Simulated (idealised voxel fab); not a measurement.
Process module, titled voxel local oxidation
In the cross-section labelled cut, the width is 175 nm and each square cell is 5 nm.
This document writes a cross-section as a grid whose cells are square, and gives it as bands, listed from the top down; one or more rows of cells form a band.
A band entry consists of two parts. The first gives the height of the band's top and the height of its bottom, in nm. The rest lists the band's materials from left to right, each with its width in nm. A single material labelled with the word "edge to edge" fills the band from edge to edge, and the word "empty" marks empty space.
Height datum 0, below which the as-received substrate wafer is one material. Lowest band open at the bottom, running downward: "0 down".
Graded width ("30 to 40"): value in top row of band = first number; value in bottom row = second number; row-to-row change constant.
Where a step carries "left unchanged", the cross-section came out of it unchanged, cell for cell.
Closed empty spaces (no open way to the top) of 8 cells or more are what "Sealed-off cavities" lists, each as width x height at distance from the left edge, nm for all three.
Heads up: the bit after the settings on a step's line is the simulator's remark on that step.
overlay nm: for a step with a mask, the amount by which the mask lay right of where it was planned; a negative amount means left of it.
### Process steps (planned)
1) op RECEIVE | material Si
2) op OXIDIZE | depth nm 5
3) op CONFORMAL_DEP | material SiN | thk nm 10
4) op PATTERN | tone cover | mask id ACTIVE | material resist | width nm 130 | thk nm 15 | overlay nm 0
5) op DIRECTIONAL_ETCH | etch materials SiN | depth nm 10
6) op STRIP | etch materials resist
7) op SELECTIVE_ETCH | etch materials SiO2 | depth nm 5
8) op OXIDIZE | depth nm 10
9) op STRIP | etch materials SiN
### Wafer at receipt (post step 1), cross-section
    0 down = Si edge to edge
    Sealed-off cavities: none
### One mistake in running the module, otherwise start and plan as above: cross-section at the end
    0 to -5 = empty 20 nm | SiO2 120 nm | empty 35 nm
    -5 to -15 = SiO2 30 nm | Si 100 nm | SiO2 45 nm
    -15 down = Si edge to edge
    Sealed-off cavities: none
Against the plan, the run slipped here: step 4 ran as: op PATTERN | tone cover | mask id ACTIVE | material resist | width nm 130 | thk nm 15 | overlay nm -5
